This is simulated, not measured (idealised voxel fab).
Process module under the name voxel lift off
cross-section cut | 220 nm wide | cells 5 nm
Cross-section layout: square cells on a grid; listed as bands, top to bottom; a band spans one or more cell rows.
First you get the band's top height and its bottom height, in nm, and then the materials it's made of, left to right, with each width in nm. If you see a single material with "everywhere", that one covers the band edge to edge. "blank" is empty space.
Heights are reckoned from 0. Under this level, the received wafer is all of one material. The bottommost band is open-ended downward, for example "0..down".
The notation "30->40" denotes a width that varies across the rows of cells in the band, beginning at the first number in the top row, finishing at the second number in the bottom row, and changing by an identical amount from each row to the next.
"no alterations made" (step): cross-section cells unchanged, all of them.
Closed empty spaces (no open way to the top) of 8 cells or more are what "Voids, enclosed" lists, each as width x height at distance from the left edge, nm for all three.
The remark found on a step's line after its settings is issued by the simulator itself and pertains to that step.
overlay nm: right-of-plan distance of the mask on a masked step; negative values mean left-of-plan.
**Steps in the process plan**
- 1: RECEIVE | material Si
- 2: CONFORMAL_DEP | material Al2O3 | thk nm 10
- 3: PATTERN | tone open | mask id LINES | material resist | width nm 30 | pitch nm 45 | thk nm 25 | overlay nm 0
- 4: DIRECTIONAL_DEP | material Ru | thk nm 15
- 5: STRIP | etch materials resist
- 6: CONFORMAL_DEP | material SiO2 | thk nm 5
**First of two wafers: run as planned**
**Cross-section of the wafer upon arrival, representing the state reached after step 1**
0..down = Si everywhere
Voids, enclosed: none
**Cross-sectional representation of the wafer at the conclusion of step 2**
10..0 = Al2O3 everywhere
Nothing below the height 0 has changed.
**Cross-sectional representation of the wafer at the conclusion of step 3**
35..10 = 70 resist  30 blank  15 resist  30 blank  75 resist
Nothing below the height 10 has changed.
**Cross-sectional representation of the wafer at the conclusion of step 4**
50..35 = 70 Ru  30 blank  15 Ru  30 blank  75 Ru
35..25 = 70 resist  30 blank  15 resist  30 blank  75 resist
25..10 = 70 resist  30 Ru  15 resist  30 Ru  75 resist
Nothing below the height 10 has changed.
**Cross-sectional representation of the wafer at the conclusion of step 5**
25..10 = 70 blank  30 Ru  15 blank  30 Ru  75 blank
Nothing below the height 10 has changed.
**Cross-sectional representation of the wafer at the conclusion of step 6**
30..25 = 65 blank  40 SiO2  5 blank  40 SiO2  70 blank
25..15 = 65 blank  5 SiO2  30 Ru  5 SiO2  5 blank  5 SiO2  30 Ru  5 SiO2  70 blank
15..10 = 70 SiO2  30 Ru  15 SiO2  30 Ru  75 SiO2
Nothing below the height 10 has changed.
**Second Wafer (Identical Start and Plan, One Processing Error; Matches First Wafer Through Step 4)**
**Cross-section: second wafer, time at which step 5 was scheduled to end**
25..10 = 70 blank  30 Ru  15 blank  30 Ru  75 blank
Nothing below the height 10 has changed.
**Cross-section: second wafer, time at which step 6 was scheduled to end**
30..25 = 65 blank  40 SiO2  5 blank  40 SiO2  70 blank
25..15 = 65 blank  5 SiO2  30 Ru  5 SiO2  5 blank  5 SiO2  30 Ru  5 SiO2  70 blank
15..10 = 70 SiO2  30 Ru  15 SiO2  30 Ru  75 SiO2
Nothing below the height 10 has changed.
The mistake made against the process plan was this: execution of plan step 5 occurred twice
Same final cross-section on the two wafers, so the model's numbers don't move because of the mistake.
